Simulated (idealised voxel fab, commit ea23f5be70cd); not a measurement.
You're looking at the process module voxel capacitor over wiring.
The figure presents cross-section cut, which has a width of 160 nm and is divided into square cells with an edge length of 5 nm.
In what follows, cross-sections appear as grids of square cells, described through bands that run from the top down, where every band is one or more rows of cells. Band: top and bottom heights (nm) first, top before bottom; then materials from left to right, widths in nm. "all across" marks a sole material filling the band edge to edge. "air" denotes empty space. Where do heights start? At 0: under that level the wafer as delivered is made of one material only. And the lowest band has no floor; it just carries on downward, as in "0 down". The width entry "30 to 40" should be interpreted row by row: the top row of cells in the band takes the first number, the bottom row takes the second number, and the change between adjacent rows is uniform throughout. The cross-section has no changed cell in any step marked "all unchanged". "Closed voids list" means: voids of 8 cells or more that are shut off from the top with no open way through. Written width x height at distance, distance from the left edge, in nm. The remark found on a step's line after its settings is issued by the simulator itself and pertains to that step. The optional step-line setting "overlay nm" applies to steps with a mask and quantifies how far to the right of its planned location the mask lay, a negative value indicating leftward placement.

The process steps that were planned are listed below
1) RECEIVE (material Si)
2) CONFORMAL_DEP (material SiO2; thk nm 15)
3) DIRECTIONAL_DEP (material TiN; thk nm 5)
4) DIRECTIONAL_DEP (material W; thk nm 25)
5) DIRECTIONAL_DEP (material aC; thk nm 10)
6) PATTERN (tone cover; mask id METAL_1; material resist; width nm 20; pitch nm 70; thk nm 25; overlay nm 0)
7) DIRECTIONAL_ETCH (etch materials aC; depth nm 10)
8) STRIP (etch materials resist)
9) DIRECTIONAL_ETCH (etch materials W; depth nm 25)
10) DIRECTIONAL_ETCH (etch materials TiN; depth nm 5)
11) STRIP (etch materials aC)
12) FILL_DEP (material SiO2; thk nm 5)
13) CMP (height nm 45)
14) CONFORMAL_DEP (material SiCN; thk nm 5)
15) DIRECTIONAL_DEP (material lowk; thk nm 10)
16) MASKED_ETCH (tone open; mask id PLUG_1; width nm 15; etch materials lowk; depth nm 10; overlay nm 0)
17) MASKED_ETCH (tone open; mask id PLUG_1; width nm 15; etch materials SiCN; depth nm 5; overlay nm 0)
18) EPI (material Ru; thk nm 10)
19) EPI (material Ru; thk nm 5)
20) DIRECTIONAL_DEP (material TiN; thk nm 10)
21) DIRECTIONAL_DEP (material SiN; thk nm 5)
22) DIRECTIONAL_DEP (material TiN; thk nm 10)
23) DIRECTIONAL_DEP (material aC; thk nm 10)
24) PATTERN (tone cover; mask id UPPER_PLATE; material resist; width nm 55; thk nm 30; overlay nm 0)
25) DIRECTIONAL_ETCH (etch materials aC; depth nm 10)
26) STRIP (etch materials resist)
27) DIRECTIONAL_ETCH (etch materials TiN; depth nm 10)
28) DIRECTIONAL_ETCH (etch materials SiN; depth nm 5)
29) STRIP (etch materials aC)
30) PATTERN (tone cover; mask id LOWER_PLATE; material resist; width nm 65; thk nm 20; overlay nm 0)
31) DIRECTIONAL_ETCH (etch materials TiN; depth nm 10)
32) STRIP (etch materials resist)
33) FILL_DEP (material SiO2; thk nm 15)
34) CMP (height nm 95)
35) PATTERN (tone open; mask id PLUG_2; material resist; width nm 15; thk nm 15; overlay nm 0)
36) DIRECTIONAL_ETCH (etch materials SiO2; depth nm 10)
37) STRIP (etch materials resist)
38) CONFORMAL_DEP (material TiN; thk nm 5)
39) FILL_DEP (material W; thk nm 10)
40) CMP (height nm 95)
41) CONFORMAL_DEP (material SiCN; thk nm 5)

Here's what the wafer looked like in cross-section when it arrived - that's after step 1
    0 down | Si all across
    Closed voids list: none

As-planned run: cross-section of the first of two wafers at end of module
    100 to 95 | SiCN all across
    95 to 90 | SiO2 50 nm | TiN 5 nm | W 5 nm | TiN 5 nm | SiO2 95 nm
    90 to 85 | SiO2 50 nm | TiN 15 nm | SiO2 95 nm
    85 to 75 | SiO2 40 nm | TiN 55 nm | SiO2 65 nm
    75 to 70 | SiO2 40 nm | SiN 55 nm | SiO2 65 nm
    70 to 60 | SiO2 35 nm | TiN 65 nm | SiO2 60 nm
    60 to 50 | lowk 40 nm | Ru 15 nm | lowk 105 nm
    50 to 45 | SiCN 40 nm | Ru 15 nm | SiCN 105 nm
    45 to 20 | SiO2 35 nm | W 20 nm | SiO2 50 nm | W 20 nm | SiO2 35 nm
    20 to 15 | SiO2 35 nm | TiN 20 nm | SiO2 50 nm | TiN 20 nm | SiO2 35 nm
    15 to 0 | SiO2 all across
    0 down | Si all across
    Closed voids list: none

Cross-sectional view: second of two wafers, end of module; start and plan identical to the first, one mistake in running
    100 to 95 | SiCN all across
    95 to 90 | SiO2 50 nm | TiN 5 nm | W 5 nm | TiN 5 nm | SiO2 95 nm
    90 to 85 | SiO2 50 nm | TiN 15 nm | SiO2 95 nm
    85 to 80 | SiO2 40 nm | SiN 55 nm | SiO2 65 nm
    80 to 70 | SiO2 35 nm | TiN 65 nm | SiO2 60 nm
    70 to 60 | TiN all across
    60 to 50 | lowk 40 nm | Ru 15 nm | lowk 105 nm
    50 to 45 | SiCN 40 nm | Ru 15 nm | SiCN 105 nm
    45 to 20 | SiO2 35 nm | W 20 nm | SiO2 50 nm | W 20 nm | SiO2 35 nm
    20 to 15 | SiO2 35 nm | TiN 20 nm | SiO2 50 nm | TiN 20 nm | SiO2 35 nm
    15 to 0 | SiO2 all across
    0 down | Si all across
    Closed voids list: none
The plan and the run diverged here: sequence error: steps 21 and 22 interchanged
Final wafer comparison in cells, second versus first, more or fewer per material: 42 fewer of SiO2; 42 more of TiN
